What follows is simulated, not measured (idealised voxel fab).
process module | voxel transistor to metal
Shown is cross-section cut, with a width of 290 nm and square cells of size 5 nm.
Just so we're on the same page, the cross-sections are grids of square cells, and they're listed out in bands top to bottom, each band one or more rows deep.
Band entry format. Leading values: height of top, height of bottom, nm. Remainder: materials in left-to-right order, each with its width in nm. Special words: "edge to edge" on a single material, which then fills the band edge to edge; "blank", empty space.
The reference from which all heights are counted is 0, the level beneath which the as-received wafer is entirely one material; the lowest band, having no lower bound, proceeds downward and is written after the example "0..down".
The width entry "30 to 40" should be interpreted row by row: the top row of cells in the band takes the first number, the bottom row takes the second number, and the change between adjacent rows is uniform throughout.
Key: "no modification" - step with no changed cell in the cross-section.
"Fully sealed cavities" contains a list of empty spaces, each no smaller than 8 cells and without an open way to the top, written in the form width x height at distance with the distance from the left edge and all three in nm.
Where a step's line continues beyond its settings, the continuation is a remark by the simulator itself on that step.
What "overlay nm" on a step's line means: if the step has a mask, that mask lay this far to the right of its planned place, or, when the value is negative, to the left.

Process steps (planned)
- 1: RECEIVE (material Si)
- 2: OXIDIZE (depth nm 5)
- 3: CONFORMAL_DEP (material SiN; thk nm 10)
- 4: PATTERN (tone cover; mask id ACTIVE; material resist; width nm 115; pitch nm 140; thk nm 15; overlay nm 0)
- 5: DIRECTIONAL_ETCH (etch materials SiN; depth nm 10)
- 6: DIRECTIONAL_ETCH (etch materials SiO2; depth nm 5)
- 7: DIRECTIONAL_ETCH (etch materials Si; depth nm 20)
- 8: STRIP (etch materials resist)
- 9: FILL_DEP (material SiO2; thk nm 10)
- 10: CMP (height nm 10)
- 11: SELECTIVE_ETCH (etch materials SiO2; depth nm 5)
- 12: STRIP (etch materials SiN)
- 13: SELECTIVE_ETCH (etch materials SiO2; depth nm 5)
- 14: OXIDIZE (depth nm 5)
- 15: DIRECTIONAL_DEP (material polySi; thk nm 30)
- 16: DIRECTIONAL_DEP (material SiCN; thk nm 15)
- 17: DIRECTIONAL_DEP (material aC; thk nm 10)
- 18: PATTERN (tone cover; mask id GATE; material resist; width nm 25; pitch nm 140; thk nm 25; overlay nm 0)
- 19: DIRECTIONAL_ETCH (etch materials aC; depth nm 10)
- 20: STRIP (etch materials resist)
- 21: DIRECTIONAL_ETCH (etch materials SiCN; depth nm 25)
- 22: DIRECTIONAL_ETCH (etch materials polySi; depth nm 40)
- 23: STRIP (etch materials aC)
- 24: CONFORMAL_DEP (material SiO2; thk nm 5)
- 25: DIRECTIONAL_ETCH (etch materials SiO2; depth nm 5)
- 26: CONFORMAL_DEP (material SiN; thk nm 10)
- 27: DIRECTIONAL_ETCH (etch materials SiN; depth nm 10)
- 28: DIRECTIONAL_ETCH (etch materials SiO2; depth nm 5)
- 29: DIRECTIONAL_ETCH (etch materials Si; depth nm 15)
- 30: EPI (material SiGe; thk nm 15)
- 31: FILL_DEP (material SiO2; thk nm 5)
- 32: CMP (height nm 40)
- 33: DIRECTIONAL_DEP (material SiO2; thk nm 15)
- 34: MASKED_ETCH (tone open; mask id CONTACT; width nm 30; etch materials SiO2; depth nm 50; overlay nm 0)
- 35: CONFORMAL_DEP (material TiN; thk nm 5)
- 36: FILL_DEP (material W; thk nm 5)
- 37: CMP (height nm 55)
- 38: CONFORMAL_DEP (material SiN; thk nm 5)
- 39: DIRECTIONAL_DEP (material lowk; thk nm 15)
- 40: MASKED_ETCH (tone open; mask id METAL_1; width nm 20; etch materials lowk; depth nm 15; overlay nm 0)
- 41: MASKED_ETCH (tone open; mask id METAL_1; width nm 20; etch materials SiN; depth nm 5; overlay nm 0)
- 42: CONFORMAL_DEP (material TiN; thk nm 5)
- 43: FILL_DEP (material Cu; thk nm 10)
- 44: CMP (height nm 75)
- 45: EPI (material Ru; thk nm 5)
- 46: FILL_DEP (material SiCN; thk nm 5)

The cross-section here shows the wafer as received, i.e. in its state after step 1
0..down: Si edge to edge
Fully sealed cavities: none

First wafer at the end, as planned
85..80: SiCN edge to edge
80..75: 20 of SiCN, 30 of Ru, 45 of SiCN, 30 of Ru, 35 of SiCN, 30 of Ru, 45 of SiCN, 30 of Ru, 25 of SiCN
75..60: 25 of lowk, 5 of TiN, 10 of Cu, 5 of TiN, 55 of lowk, 5 of TiN, 10 of Cu, 5 of TiN, 45 of lowk, 5 of TiN, 10 of Cu, 5 of TiN, 55 of lowk, 5 of TiN, 10 of Cu, 5 of TiN, 30 of lowk
60..55: 25 of SiN, 20 of TiN, 55 of SiN, 20 of TiN, 45 of SiN, 20 of TiN, 55 of SiN, 20 of TiN, 30 of SiN
55..45: 25 of SiO2, 5 of TiN, 20 of W, 5 of TiN, 35 of SiO2, 5 of TiN, 20 of W, 5 of TiN, 45 of SiO2, 5 of TiN, 20 of W, 5 of TiN, 35 of SiO2, 5 of TiN, 20 of W, 5 of TiN, 30 of SiO2
45..40: 25 of SiO2, 5 of TiN, 10 of W, 15 of TiN, 35 of SiO2, 15 of TiN, 10 of W, 5 of TiN, 45 of SiO2, 5 of TiN, 10 of W, 15 of TiN, 35 of SiO2, 15 of TiN, 10 of W, 5 of TiN, 30 of SiO2
40..25: 25 of SiO2, 5 of TiN, 10 of W, 5 of TiN, 10 of SiN, 5 of SiO2, 25 of SiCN, 5 of SiO2, 10 of SiN, 5 of TiN, 10 of W, 5 of TiN, 45 of SiO2, 5 of TiN, 10 of W, 5 of TiN, 10 of SiN, 5 of SiO2, 25 of SiCN, 5 of SiO2, 10 of SiN, 5 of TiN, 10 of W, 5 of TiN, 30 of SiO2
25..10: 25 of SiO2, 5 of TiN, 10 of W, 5 of TiN, 10 of SiN, 5 of SiO2, 25 of polySi, 5 of SiO2, 10 of SiN, 5 of TiN, 10 of W, 5 of TiN, 45 of SiO2, 5 of TiN, 10 of W, 5 of TiN, 10 of SiN, 5 of SiO2, 25 of polySi, 5 of SiO2, 10 of SiN, 5 of TiN, 10 of W, 5 of TiN, 30 of SiO2
10..5: 25 of SiO2, 20 of TiN, 10 of SiN, 5 of SiO2, 25 of polySi, 5 of SiO2, 10 of SiN, 20 of TiN, 45 of SiO2, 20 of TiN, 10 of SiN, 5 of SiO2, 25 of polySi, 5 of SiO2, 10 of SiN, 20 of TiN, 30 of SiO2
5..0: 20 of SiO2, 25 of SiGe, 10 of SiN, 5 of SiO2, 25 of polySi, 5 of SiO2, 10 of SiN, 25 of SiGe, 35 of SiO2, 25 of SiGe, 10 of SiN, 5 of SiO2, 25 of polySi, 5 of SiO2, 10 of SiN, 25 of SiGe, 25 of SiO2
0..-5: 15 of SiO2, 10 of SiN, 20 of SiGe, 10 of SiN, 5 of SiO2, 25 of polySi, 5 of SiO2, 10 of SiN, 20 of SiGe, 10 of SiN, 25 of SiO2, 10 of SiN, 20 of SiGe, 10 of SiN, 5 of SiO2, 25 of polySi, 5 of SiO2, 10 of SiN, 20 of SiGe, 10 of SiN, 20 of SiO2
-5..-10: 25 of SiO2, 20 of SiGe, 55 of SiO2, 20 of SiGe, 45 of SiO2, 20 of SiGe, 55 of SiO2, 20 of SiGe, 30 of SiO2
-10..-25: 15 of SiO2, 10 of Si, 20 of SiGe, 55 of Si, 20 of SiGe, 10 of Si, 25 of SiO2, 10 of Si, 20 of SiGe, 55 of Si, 20 of SiGe, 10 of Si, 20 of SiO2
-25..down: Si edge to edge
Fully sealed cavities: none

End of module, second wafer, cross-section. Started like the first, planned like the first, run with one mistake
85..80: SiCN edge to edge
80..75: 20 of SiCN, 30 of Ru, 45 of SiCN, 30 of Ru, 35 of SiCN, 30 of Ru, 45 of SiCN, 30 of Ru, 25 of SiCN
75..60: 25 of lowk, 5 of TiN, 10 of Cu, 5 of TiN, 55 of lowk, 5 of TiN, 10 of Cu, 5 of TiN, 45 of lowk, 5 of TiN, 10 of Cu, 5 of TiN, 55 of lowk, 5 of TiN, 10 of Cu, 5 of TiN, 30 of lowk
60..55: 25 of SiN, 20 of TiN, 55 of SiN, 20 of TiN, 45 of SiN, 20 of TiN, 55 of SiN, 20 of TiN, 30 of SiN
55..45: 25 of SiO2, 5 of TiN, 20 of W, 5 of TiN, 35 of SiO2, 5 of TiN, 20 of W, 5 of TiN, 45 of SiO2, 5 of TiN, 20 of W, 5 of TiN, 35 of SiO2, 5 of TiN, 20 of W, 5 of TiN, 30 of SiO2
45..40: 25 of SiO2, 5 of TiN, 15 of W, 10 of TiN, 35 of SiO2, 15 of TiN, 10 of W, 5 of TiN, 45 of SiO2, 5 of TiN, 15 of W, 10 of TiN, 35 of SiO2, 15 of TiN, 10 of W, 5 of TiN, 30 of SiO2
40..25: 25 of SiO2, 5 of TiN, 15 of W, 5 of TiN, 10 of SiN, 5 of SiO2, 20 of SiCN, 5 of SiO2, 10 of SiN, 5 of TiN, 10 of W, 5 of TiN, 45 of SiO2, 5 of TiN, 15 of W, 5 of TiN, 10 of SiN, 5 of SiO2, 20 of SiCN, 5 of SiO2, 10 of SiN, 5 of TiN, 10 of W, 5 of TiN, 30 of SiO2
25..10: 25 of SiO2, 5 of TiN, 15 of W, 5 of TiN, 10 of SiN, 5 of SiO2, 20 of polySi, 5 of SiO2, 10 of SiN, 5 of TiN, 10 of W, 5 of TiN, 45 of SiO2, 5 of TiN, 15 of W, 5 of TiN, 10 of SiN, 5 of SiO2, 20 of polySi, 5 of SiO2, 10 of SiN, 5 of TiN, 10 of W, 5 of TiN, 30 of SiO2
10..5: 25 of SiO2, 25 of TiN, 10 of SiN, 5 of SiO2, 20 of polySi, 5 of SiO2, 10 of SiN, 20 of TiN, 45 of SiO2, 25 of TiN, 10 of SiN, 5 of SiO2, 20 of polySi, 5 of SiO2, 10 of SiN, 20 of TiN, 30 of SiO2
5..0: 20 of SiO2, 30 of SiGe, 10 of SiN, 5 of SiO2, 20 of polySi, 5 of SiO2, 10 of SiN, 25 of SiGe, 35 of SiO2, 30 of SiGe, 10 of SiN, 5 of SiO2, 20 of polySi, 5 of SiO2, 10 of SiN, 25 of SiGe, 25 of SiO2
0..-5: 15 of SiO2, 10 of SiN, 25 of SiGe, 10 of SiN, 5 of SiO2, 20 of polySi, 5 of SiO2, 10 of SiN, 20 of SiGe, 10 of SiN, 25 of SiO2, 10 of SiN, 25 of SiGe, 10 of SiN, 5 of SiO2, 20 of polySi, 5 of SiO2, 10 of SiN, 20 of SiGe, 10 of SiN, 20 of SiO2
-5..-10: 25 of SiO2, 25 of SiGe, 50 of SiO2, 20 of SiGe, 45 of SiO2, 25 of SiGe, 50 of SiO2, 20 of SiGe, 30 of SiO2
-10..-25: 15 of SiO2, 10 of Si, 25 of SiGe, 50 of Si, 20 of SiGe, 10 of Si, 25 of SiO2, 10 of Si, 25 of SiGe, 50 of Si, 20 of SiGe, 10 of Si, 20 of SiO2
-25..down: Si edge to edge
Fully sealed cavities: none
What went wrong in running the wafer? step 18, actual vs plan mismatch, actual run PATTERN (tone cover; mask id GATE; material resist; width nm 20; pitch nm 140; thk nm 25; overlay nm 0)
Once processing is complete, comparing cell counts shows that the second wafer has more or fewer of certain materials than the first: Si -6; SiCN -6; SiGe +12; SiO2 -2; W +14; polySi -12
